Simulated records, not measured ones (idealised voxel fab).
process module | voxel released beams
cross-section cut | 275 nm wide | cells 5 nm
A cross-section is a grid of square cells, given in bands from the top down. A band is one or more rows of cells.
Each band's line starts with the height of the band's top and of its bottom, in nm. Then come its materials from left to right, each with its width in nm. One material with "throughout" fills the band from edge to edge. "air" is empty space.
Height 0 is the level under which the wafer as received is all one material. The lowest band goes on downwards, as in "0 down".
A width such as "30 to 40" changes by the same amount from each row of cells to the next, from the band's top row to its bottom row.
"no change" after a step means that no cell of the cross-section changed.
closed voids: empty space of 8 cells or more with no open way to the top, each as width x height at its distance from the left edge, in nm
after a step's settings: what the simulator itself notes on the step
overlay nm, on a step with a mask: how far to the right of its planned place the mask lay; to the left if negative
plan
1 op RECEIVE | material Si
2 op CONFORMAL_DEP | material Al2O3 | thk nm 5
3 op DIRECTIONAL_DEP | material SiO2 | thk nm 10
4 op DIRECTIONAL_DEP | material aC | thk nm 15
5 op PATTERN | tone open | mask id ANCHOR | material resist | width nm 45 | thk nm 35 | overlay nm 0
6 op DIRECTIONAL_ETCH | etch materials aC | depth nm 15
7 op STRIP | etch materials resist
8 op DIRECTIONAL_ETCH | etch materials SiO2 | depth nm 10
9 op STRIP | etch materials aC
10 op CONFORMAL_DEP | material polySi | thk nm 15
11 op PATTERN | tone cover | mask id BEAM | material resist | width nm 95 | thk nm 20 | overlay nm 0
12 op DIRECTIONAL_ETCH | etch materials polySi | depth nm 15
13 op STRIP | etch materials resist
14 op STRIP | etch materials SiO2
as received, after step 1
  0 down: Si throughout
  closed voids: none
first wafer at the end, as planned
  30 to 20: air 85 | polySi 20 | air 15 | polySi 60 | air 95
  20 to 15: air 85 | polySi 95 | air 95
  15 to 5: air 90 | polySi 45 | air 140
  5 to 0: Al2O3 throughout
  0 down: Si throughout
  closed voids: none
second wafer at the end: like start, like plan, one mistake
  30 to 20: air 85 | polySi 15 | air 25 | polySi 55 | air 95
  20 to 15: air 85 | polySi 95 | air 95
  15 to 5: air 85 | polySi 55 | air 135
  5 to 0: Al2O3 throughout
  0 down: Si throughout
  closed voids: none
what went wrong: step 5 ran as: op PATTERN | tone open | mask id ANCHOR | material resist | width nm 55 | thk nm 35 | overlay nm 0
at the end the second wafer has, in cells: as many of each material as the first, in other places
